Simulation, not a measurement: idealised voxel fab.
You're looking at the process module voxel wiring stack.
The cross-section shown here is cut; it is 145 nm wide and divided into square cells measuring 5 nm on a side.
When this document writes out a cross-section, it uses a grid of square cells and lists it as bands, beginning at the top and moving down, with a band standing for one or more rows of cells. Band: top and bottom heights (nm) first, top before bottom; then materials from left to right, widths in nm. "full width" marks a sole material filling the band edge to edge. "empty" denotes empty space. Heights are measured from 0, the level below which the as-received wafer is all one material; the lowest band has no bottom and continues downward, written as in "0 and below". It should be noted that a width expressed as "30 to 40" varies in equal increments from row to row of cells within the band, taking the value of the first number at the top row and that of the second number at the bottom row. "no change occurred" for a step: no cell of the cross-section changed in that step. Each empty space that has no open way to the top and spans at least 8 cells appears under "Internal closed voids" as width x height at distance, the distance counted from the left edge, all in nm. What comes after the settings on a step's line is commentary from the simulator itself on that step. You can add "overlay nm" to a step's line. For a step with a mask, it describes how far the mask lay to the right of its planned position, and a negative number describes a lay to the left.

## Process steps (planned)
1: RECEIVE [material Si]
2: CONFORMAL_DEP [material SiO2] [thk nm 15]
3: CONFORMAL_DEP [material SiN] [thk nm 5]
4: DIRECTIONAL_DEP [material lowk] [thk nm 15]
5: PATTERN [tone open] [mask id METAL_1] [material resist] [width nm 25] [pitch nm 45] [thk nm 20] [overlay nm 0]
6: DIRECTIONAL_ETCH [etch materials lowk] [depth nm 15]
7: DIRECTIONAL_ETCH [etch materials SiN] [depth nm 5]
8: STRIP [etch materials resist]
9: CONFORMAL_DEP [material TiN] [thk nm 5]
10: FILL_DEP [material W] [thk nm 5]
11: CMP [height nm 35]
12: CONFORMAL_DEP [material SiCN] [thk nm 5]
13: DIRECTIONAL_DEP [material lowk] [thk nm 15]
14: PATTERN [tone open] [mask id PLUG_1] [material resist] [width nm 15] [thk nm 20] [overlay nm 0]
15: DIRECTIONAL_ETCH [etch materials lowk] [depth nm 15]
16: DIRECTIONAL_ETCH [etch materials SiCN] [depth nm 5]
17: STRIP [etch materials resist]
18: EPI [material Ru] [thk nm 10]
19: EPI [material Ru] [thk nm 10]
20: DIRECTIONAL_DEP [material TiN] [thk nm 5]
21: DIRECTIONAL_DEP [material W] [thk nm 25]
22: DIRECTIONAL_DEP [material aC] [thk nm 15]
23: PATTERN [tone cover] [mask id METAL_2] [material resist] [width nm 25] [pitch nm 45] [thk nm 35] [overlay nm 0]
24: DIRECTIONAL_ETCH [etch materials aC] [depth nm 15]
25: STRIP [etch materials resist]
26: DIRECTIONAL_ETCH [etch materials W] [depth nm 25]
27: DIRECTIONAL_ETCH [etch materials TiN] [depth nm 5]
28: STRIP [etch materials aC]
29: FILL_DEP [material lowk] [thk nm 5]
30: CMP [height nm 85]
31: CONFORMAL_DEP [material SiN] [thk nm 5]

## This is the cross-section of the wafer as we received it, i.e. after step 1
> 0 and below  Si full width
> Internal closed voids: none

## Look at the cross-section after the module: the wafer started out the way shown above and the plan was the one shown above, yet one mistake was made along the way
> 90 down to 85  SiN full width
> 85 down to 60  lowk=35 | W=25 | lowk=20 | W=25 | lowk=40
> 60 down to 55  lowk=35 | TiN=25 | lowk=20 | TiN=25 | lowk=40
> 55 down to 40  SiN full width
> 40 down to 35  SiCN full width
> 35 down to 20  lowk=35 | TiN=5 | W=15 | TiN=5 | lowk=20 | TiN=5 | W=15 | TiN=5 | lowk=40
> 20 down to 15  SiN=35 | TiN=25 | SiN=20 | TiN=25 | SiN=40
> 15 down to 0  SiO2 full width
> 0 and below  Si full width
> Internal closed voids: none
Plan not followed: step 13, actual vs plan mismatch, actual run DIRECTIONAL_DEP [material SiN] [thk nm 15]
